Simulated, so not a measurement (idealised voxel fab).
process module | voxel self aligned vias
cross-section cut | 175 nm wide | cells 5 nm
A cross-section is a grid of square cells, given in bands from the top down. A band is one or more rows of cells.
Each band's line starts with the height of the band's top and of its bottom, in nm. Then come its materials from left to right, each with its width in nm. One material with "throughout" fills the band from edge to edge. "air" is empty space.
Height 0 is the level under which the wafer as received is all one material. The lowest band goes on downwards, as in "0 down".
A width such as "30 to 40" changes by the same amount from each row of cells to the next, from the band's top row to its bottom row.
"no change" after a step means that no cell of the cross-section changed.
closed voids: empty space of 8 cells or more with no open way to the top, each as width x height at its distance from the left edge, in nm
after a step's settings: what the simulator itself notes on the step
overlay nm, on a step with a mask: how far to the right of its planned place the mask lay; to the left if negative
plan
1 op RECEIVE | material Si
2 op CONFORMAL_DEP | material SiO2 | thk nm 10
3 op CONFORMAL_DEP | material SiCN | thk nm 5
4 op DIRECTIONAL_DEP | material SiO2 | thk nm 25
5 op MASKED_ETCH | tone open | mask id LINES | width nm 25 | pitch nm 65 | etch materials SiO2 | depth nm 25 | overlay nm 0
6 op CONFORMAL_DEP | material TiN | thk nm 5
7 op FILL_DEP | material Ru | thk nm 5
8 op CMP | height nm 40
9 op SELECTIVE_ETCH | etch materials W Ru TiN | depth nm 5
10 op FILL_DEP | material SiN | thk nm 5
11 op CMP | height nm 40
12 op DIRECTIONAL_DEP | material SiO2 | thk nm 20
13 op DIRECTIONAL_DEP | material aC | thk nm 15
14 op PATTERN | tone open | mask id VIAS | material resist | width nm 35 | thk nm 35 | overlay nm 0
15 op DIRECTIONAL_ETCH | etch materials aC | depth nm 15
16 op STRIP | etch materials resist
17 op DIRECTIONAL_ETCH | etch materials SiO2 | depth nm 20
18 op DIRECTIONAL_ETCH | etch materials SiN | depth nm 5
19 op STRIP | etch materials aC
20 op CONFORMAL_DEP | material TiN | thk nm 5
21 op FILL_DEP | material Cu | thk nm 5
22 op CMP | height nm 60
23 op CONFORMAL_DEP | material SiCN | thk nm 5
as received, after step 1
  0 down: Si throughout
  closed voids: none
first wafer at the end, as planned
  65 to 60: SiCN throughout
  60 to 45: SiO2 35 | TiN 5 | Cu 25 | TiN 5 | SiO2 105
  45 to 40: SiO2 35 | TiN 10 | Cu 15 | TiN 10 | SiO2 105
  40 to 35: SiO2 40 | TiN 25 | SiO2 40 | SiN 25 | SiO2 45
  35 to 20: SiO2 40 | TiN 5 | Ru 15 | TiN 5 | SiO2 40 | TiN 5 | Ru 15 | TiN 5 | SiO2 45
  20 to 15: SiO2 40 | TiN 25 | SiO2 40 | TiN 25 | SiO2 45
  15 to 10: SiCN throughout
  10 to 0: SiO2 throughout
  0 down: Si throughout
  closed voids: none
second wafer at the end: like start, like plan, one mistake
  65 to 60: SiCN throughout
  60 to 40: SiO2 35 | TiN 5 | Cu 25 | TiN 5 | SiO2 105
  40 to 35: SiN 35 | TiN 35 | SiN 105
  35 to 30: TiN 45 | Ru 15 | TiN 50 | Ru 15 | TiN 50
  30 to 10: SiO2 40 | TiN 5 | Ru 15 | TiN 5 | SiO2 40 | TiN 5 | Ru 15 | TiN 5 | SiO2 45
  10 to 5: SiO2 40 | TiN 25 | SiO2 40 | TiN 25 | SiO2 45
  5 to 0: SiCN throughout
  0 down: Si throughout
  closed voids: none
what went wrong: step 2 was left out
at the end the second wafer has, in cells: 2 more of Cu | 12 more of Ru | 23 more of SiN | 70 fewer of SiO2 | 33 more of TiN
